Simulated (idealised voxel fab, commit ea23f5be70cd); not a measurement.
The following process module bears the name voxel fin reveal.
We display cut, a cross-section 180 nm in width whose square cells are each 5 nm.
Notation: cross-section as square-cell grid; stated in bands, top first, going down; one or more cell rows per band. Heads up on the band format: heights come first, top then bottom, in nm. After that it's the materials left to right, each with its width in nm. A single material flagged "throughout" fills the whole band edge to edge, and "empty" means there's empty space there. Below 0: as-received wafer, all one material; heights counted from there. Lowest band: no bottom, goes on down, written "from 0 down". The two numbers in a width such as "30..40" mark its ends across the band: the first belongs to the top row of cells, the second to the bottom row, and from each row to the next the width moves by the same amount. No cell of the cross-section changed in a step that is given as "remained unchanged". Closed-off voids of 8+ cells (no open route to the top) go in "Closed void inventory", written width x height at distance from the left edge, in nm. That trailing text on a step's line, after the settings, is the simulator's own remark on the step. What "overlay nm" on a step's line means: if the step has a mask, that mask lay this far to the right of its planned place, or, when the value is negative, to the left.
# So here's the lineup of process steps we planned
| 1 | RECEIVE: material Si |
| 2 | CONFORMAL_DEP: material SiN, thk nm 10 |
| 3 | PATTERN: tone cover, mask id FINS, material resist, width nm 15, pitch nm 45, thk nm 15, overlay nm 0 |
| 4 | DIRECTIONAL_ETCH: etch materials SiN, depth nm 10 |
| 5 | DIRECTIONAL_ETCH: etch materials Si, depth nm 40 |
| 6 | STRIP: etch materials resist |
| 7 | OXIDIZE: depth nm 5 |
| 8 | FILL_DEP: material SiO2, thk nm 10 |
| 9 | CMP: height nm 10 |
| 10 | SELECTIVE_ETCH: etch materials SiO2, depth nm 30 |
| 11 | STRIP: etch materials SiN |
| 12 | CONFORMAL_DEP: material HfO2, thk nm 5 |
# As received (post step 1): cross-section
	from 0 down: Si throughout
	Closed void inventory: none
# Looking at the first of two wafers in cross-section at end of module - ran to plan
	from 5 to 0: empty 60  HfO2 15  empty 30  HfO2 15  empty 60
	from 0 to -15: empty 60  HfO2 5  Si 5  HfO2 5  empty 30  HfO2 5  Si 5  HfO2 5  empty 60
	from -15 to -20: HfO2 65  Si 5  HfO2 40  Si 5  HfO2 65
	from -20 to -45: SiO2 65  Si 5  SiO2 40  Si 5  SiO2 65
	from -45 down: Si throughout
	Closed void inventory: none
# This is the second of the two wafers, cross-sectioned at the end of the module; it started exactly like the first and was given the same plan, but it was run with one mistake
	from 5 to 0: empty 60  HfO2 15  empty 30  HfO2 15  empty 60
	from 0 to -40: empty 60  HfO2 5  Si 5  HfO2 5  empty 30  HfO2 5  Si 5  HfO2 5  empty 60
	from -40 to -45: HfO2 65  Si 5  HfO2 40  Si 5  HfO2 65
	from -45 down: Si throughout
	Closed void inventory: none
The mistake made against the process plan was this: step 10 of the plan was twice carried out
At the finish, the second wafer shows more or fewer cells for some materials than the first does: HfO2: 20 more, SiO2: 170 fewer
